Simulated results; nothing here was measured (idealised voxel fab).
voxel capacitor over wiring: a process module
It is cross-section cut that appears here, measuring 290 nm in width, its square cells being 5 nm in size.
Think of the cross-section as a grid of square cells. We describe it in bands, top to bottom, and each band covers one or more rows of those cells. For a band, the entry starts with two heights in nm, that of the top and then that of the bottom, and carries on with the band's materials in order from left to right, each alongside its width in nm; the word "all across" beside a single material means it fills the band edge to edge, and "blank" means empty space. Counting heights begins at 0, where everything beneath is, in the wafer as received, one material. The lowest band has no bottom; it goes on downwards, as "z 0 and below" shows. So if you see something like "30..40" for the width, read it as the top row of the band sitting at the first number and the bottom row at the second, with every row in between moving by the same amount as the last. Where the words "nothing got changed" appear for a step, the cross-section shows no cell changed by that step; every cell remained as before. Listed in "Enclosed void catalog": every empty space of 8 or more cells without an open way to the top. Form: width x height at distance, the distance being from the left edge, all in nm. That trailing text on a step's line, after the settings, is the simulator's own remark on the step. The optional step-line setting "overlay nm" applies to steps with a mask and quantifies how far to the right of its planned location the mask lay, a negative value indicating leftward placement.

Here's what the planned process steps look like
1,RECEIVE, material Si
2,CONFORMAL_DEP, material SiO2, thk nm 15
3,CONFORMAL_DEP, material SiN, thk nm 5
4,DIRECTIONAL_DEP, material lowk, thk nm 25
5,DIRECTIONAL_DEP, material aC, thk nm 10
6,PATTERN, tone open, mask id METAL_1, material resist, width nm 30, pitch nm 85, thk nm 30, overlay nm 0
7,DIRECTIONAL_ETCH, etch materials aC, depth nm 10
8,STRIP, etch materials resist
9,DIRECTIONAL_ETCH, etch materials lowk, depth nm 25
10,DIRECTIONAL_ETCH, etch materials SiN, depth nm 5
11,STRIP, etch materials aC
12,CONFORMAL_DEP, material TiN, thk nm 5
13,FILL_DEP, material W, thk nm 5
14,CMP, height nm 45
15,CONFORMAL_DEP, material SiCN, thk nm 5
16,DIRECTIONAL_DEP, material SiO2, thk nm 15
17,MASKED_ETCH, tone open, mask id PLUG_1, width nm 15, etch materials SiO2, depth nm 15, overlay nm 0
18,MASKED_ETCH, tone open, mask id PLUG_1, width nm 15, etch materials SiCN, depth nm 5, overlay nm 0
19,EPI, material Ru, thk nm 10
20,EPI, material Ru, thk nm 10
21,DIRECTIONAL_DEP, material TiN, thk nm 5
22,DIRECTIONAL_DEP, material HfO2, thk nm 5
23,DIRECTIONAL_DEP, material TiN, thk nm 10
24,MASKED_ETCH, tone cover, mask id UPPER_PLATE, width nm 60, etch materials TiN, depth nm 10, overlay nm 0
25,MASKED_ETCH, tone cover, mask id UPPER_PLATE, width nm 60, etch materials HfO2, depth nm 5, overlay nm 0
26,DIRECTIONAL_DEP, material aC, thk nm 10
27,PATTERN, tone cover, mask id LOWER_PLATE, material resist, width nm 70, thk nm 25, overlay nm 0
28,DIRECTIONAL_ETCH, etch materials aC, depth nm 10
29,STRIP, etch materials resist
30,DIRECTIONAL_ETCH, etch materials TiN, depth nm 5
31,STRIP, etch materials aC
32,FILL_DEP, material SiO2, thk nm 20
33,CMP, height nm 100
34,DIRECTIONAL_DEP, material aC, thk nm 15
35,PATTERN, tone open, mask id PLUG_2, material resist, width nm 15, thk nm 30, overlay nm 0
36,DIRECTIONAL_ETCH, etch materials aC, depth nm 15
37,STRIP, etch materials resist
38,DIRECTIONAL_ETCH, etch materials SiO2, depth nm 15
39,STRIP, etch materials aC
40,CONFORMAL_DEP, material TiN, thk nm 5
41,FILL_DEP, material Cu, thk nm 5
42,CMP, height nm 100
43,CONFORMAL_DEP, material SiN, thk nm 5

Cross-section of the wafer at receipt, which is the condition after step 1
    z 0 and below = Si all across
    Enclosed void catalog: none

Cross-section taken at module completion on the first of two wafers; processed per the plan
    z 105 to 100 = SiN all across
    z 100 to 90 = 110 of SiO2 | 5 of TiN | 5 of Cu | 5 of TiN | 165 of SiO2
    z 90 to 85 = 110 of SiO2 | 15 of TiN | 165 of SiO2
    z 85 to 75 = 100 of SiO2 | 60 of TiN | 130 of SiO2
    z 75 to 70 = 100 of SiO2 | 60 of HfO2 | 130 of SiO2
    z 70 to 65 = 95 of SiO2 | 70 of TiN | 125 of SiO2
    z 65 to 50 = 100 of SiO2 | 15 of Ru | 175 of SiO2
    z 50 to 45 = 100 of SiCN | 15 of Ru | 175 of SiCN
    z 45 to 20 = 85 of lowk | 5 of TiN | 20 of W | 5 of TiN | 55 of lowk | 5 of TiN | 20 of W | 5 of TiN | 90 of lowk
    z 20 to 15 = 85 of SiN | 30 of TiN | 55 of SiN | 30 of TiN | 90 of SiN
    z 15 to 0 = SiO2 all across
    z 0 and below = Si all across
    Enclosed void catalog: none

Second wafer through the module, sectioned at the end: same beginning and same plan as the first wafer, with one mistake in carrying it out
    z 105 to 100 = SiN all across
    z 100 to 90 = 110 of SiO2 | 5 of TiN | 5 of Cu | 5 of TiN | 165 of SiO2
    z 90 to 80 = 110..115 of SiO2 | 15..45 of TiN | 165..130 of SiO2
    z 80 to 75 = 100 of SiO2 | 60 of TiN | 130 of SiO2
    z 75 to 70 = 100 of SiO2 | 15 of TiN | 45 of HfO2 | 130 of SiO2
    z 70 to 65 = 95 of SiO2 | 5 of TiN | 15 of HfO2 | 50 of TiN | 125 of SiO2
    z 65 to 60 = 100 of SiO2 | 15 of TiN | 175 of SiO2
    z 60 to 50 = SiO2 all across
    z 50 to 45 = SiCN all across
    z 45 to 20 = 85 of lowk | 5 of TiN | 20 of W | 5 of TiN | 55 of lowk | 5 of TiN | 20 of W | 5 of TiN | 90 of lowk
    z 20 to 15 = 85 of SiN | 30 of TiN | 55 of SiN | 30 of TiN | 90 of SiN
    z 15 to 0 = SiO2 all across
    z 0 and below = Si all across
    Enclosed void catalog: none
Deviation noted in wafer processing: contrary to plan, step 17 was performed as MASKED_ETCH, tone open, mask id PLUG_1, width nm 15, etch materials SiO2, depth nm 5, overlay nm 0
at the end the second wafer has, in cells: -12 Ru; +3 SiCN; +9 SiO2
